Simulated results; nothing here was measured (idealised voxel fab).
Process module in this document: voxel trench capacitor
Cross-section cut spans 265 nm and uses square cells 5 nm in size.
Notation: cross-section as square-cell grid; stated in bands, top first, going down; one or more cell rows per band. First you get the band's top height and its bottom height, in nm, and then the materials it's made of, left to right, with each width in nm. If you see a single material with "edge to edge", that one covers the band edge to edge. "air" is empty space. Heights are measured from 0, the level below which the as-received wafer is all one material; the lowest band has no bottom and continues downward, written as in "from 0 down". Read "30..40" as a graded width: first number on top, second number at the bottom, same change between each pair of neighbouring rows. "nothing different" for a step: no cell of the cross-section changed in that step. Voids not open to the top, 8 cells minimum: see "Closed cavities". Written width x height at distance; distance is from the left edge; nm. Step line, after settings: the simulator's comment on this step. overlay nm: step with mask; distance mask lay right of planned place; negative value = left of planned place.

THESE ARE THE STEPS WE PLANNED FOR THE PROCESS
1 RECEIVE | material Si
2 CONFORMAL_DEP | material SiN | thk nm 5
3 MASKED_ETCH | tone open | mask id TRENCH | width nm 30 | pitch nm 55 | etch materials SiN | depth nm 5 | overlay nm 0
4 MASKED_ETCH | tone open | mask id TRENCH | width nm 30 | pitch nm 55 | etch materials Si | depth nm 25 | overlay nm 0
5 CONFORMAL_DEP | material HfO2 | thk nm 5
6 CONFORMAL_DEP | material TiN | thk nm 5
7 FILL_DEP | material W | thk nm 5
8 CMP | height nm 5

RECEIVED-STATE CROSS-SECTION, REFLECTING COMPLETION OF STEP 1
  from 0 down: Si edge to edge
  Closed cavities: none

CROSS-SECTIONAL RESULT AFTER MODULE COMPLETION. NOTE: STARTING CONDITION AND PLAN ARE UNCHANGED FROM ABOVE; ONE PROCESSING MISTAKE WAS MADE
  from 15 to 10: 70 of TiN, 10 of W, 45 of TiN, 10 of W, 45 of TiN, 10 of W, 75 of TiN
  from 10 to 5: 65 of HfO2, 5 of TiN, 10 of W, 5 of TiN, 35 of HfO2, 5 of TiN, 10 of W, 5 of TiN, 35 of HfO2, 5 of TiN, 10 of W, 5 of TiN, 70 of HfO2
  from 5 to 0: 60 of SiN, 5 of HfO2, 5 of TiN, 10 of W, 5 of TiN, 5 of HfO2, 25 of SiN, 5 of HfO2, 5 of TiN, 10 of W, 5 of TiN, 5 of HfO2, 25 of SiN, 5 of HfO2, 5 of TiN, 10 of W, 5 of TiN, 5 of HfO2, 65 of SiN
  from 0 to -15: 60 of Si, 5 of HfO2, 5 of TiN, 10 of W, 5 of TiN, 5 of HfO2, 25 of Si, 5 of HfO2, 5 of TiN, 10 of W, 5 of TiN, 5 of HfO2, 25 of Si, 5 of HfO2, 5 of TiN, 10 of W, 5 of TiN, 5 of HfO2, 65 of Si
  from -15 to -20: 60 of Si, 5 of HfO2, 20 of TiN, 5 of HfO2, 25 of Si, 5 of HfO2, 20 of TiN, 5 of HfO2, 25 of Si, 5 of HfO2, 20 of TiN, 5 of HfO2, 65 of Si
  from -20 to -25: 60 of Si, 30 of HfO2, 25 of Si, 30 of HfO2, 25 of Si, 30 of HfO2, 65 of Si
  from -25 down: Si edge to edge
  Closed cavities: none
Plan not followed: step 8 did not happen as planned, as run it was CMP | height nm 15
